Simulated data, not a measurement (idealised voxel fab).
process module | voxel ribs on slabs
cross-section cut | 165 nm wide | cells 5 nm
A cross-section is a grid of square cells, given in bands from the top down. A band is one or more rows of cells.
Each band's line starts with the height of the band's top and of its bottom, in nm. Then come its materials from left to right, each with its width in nm. One material with "throughout" fills the band from edge to edge. "air" is empty space.
Height 0 is the level under which the wafer as received is all one material. The lowest band goes on downwards, as in "0 down".
A width such as "30 to 40" changes by the same amount from each row of cells to the next, from the band's top row to its bottom row.
"no change" after a step means that no cell of the cross-section changed.
closed voids: empty space of 8 cells or more with no open way to the top, each as width x height at its distance from the left edge, in nm
after a step's settings: what the simulator itself notes on the step
overlay nm, on a step with a mask: how far to the right of its planned place the mask lay; to the left if negative
plan
1 op RECEIVE | material Si
2 op DIRECTIONAL_DEP | material SiO2 | thk nm 25
3 op DIRECTIONAL_DEP | material SiN | thk nm 15
4 op DIRECTIONAL_DEP | material aC | thk nm 10
5 op PATTERN | tone cover | mask id RIB | material resist | width nm 25 | thk nm 25 | overlay nm 0
6 op DIRECTIONAL_ETCH | etch materials aC | depth nm 10
7 op STRIP | etch materials resist
8 op DIRECTIONAL_ETCH | etch materials SiN | depth nm 10
9 op STRIP | etch materials aC
10 op PATTERN | tone cover | mask id SLAB | material resist | width nm 55 | thk nm 15 | overlay nm 0
11 op DIRECTIONAL_ETCH | etch materials SiN | depth nm 5
12 op STRIP | etch materials resist
13 op FILL_DEP | material SiO2 | thk nm 25
14 op CMP | height nm 55
15 op DIRECTIONAL_DEP | material W | thk nm 10
16 op DIRECTIONAL_DEP | material aC | thk nm 10
17 op PATTERN | tone cover | mask id HEATER | material resist | width nm 35 | thk nm 25 | overlay nm 0
18 op DIRECTIONAL_ETCH | etch materials aC | depth nm 10
19 op STRIP | etch materials resist
20 op DIRECTIONAL_ETCH | etch materials W | depth nm 10
21 op STRIP | etch materials aC
22 op CONFORMAL_DEP | material SiO2 | thk nm 5
as received, after step 1
  0 down: Si throughout
  closed voids: none
a wafer at the end: this start, this plan, one mistake
  70 to 65: air 60 | SiO2 45 | air 60
  65 to 60: air 60 | SiO2 5 | W 35 | SiO2 5 | air 60
  60 to 55: SiO2 65 | W 35 | SiO2 65
  55 to 45: SiO2 throughout
  45 to 35: SiO2 70 | SiN 25 | SiO2 70
  35 to 30: SiO2 55 | SiN 55 | SiO2 55
  30 to 25: SiN throughout
  25 to 0: SiO2 throughout
  0 down: Si throughout
  closed voids: none
what went wrong: step 3 ran as: op DIRECTIONAL_DEP | material SiN | thk nm 20
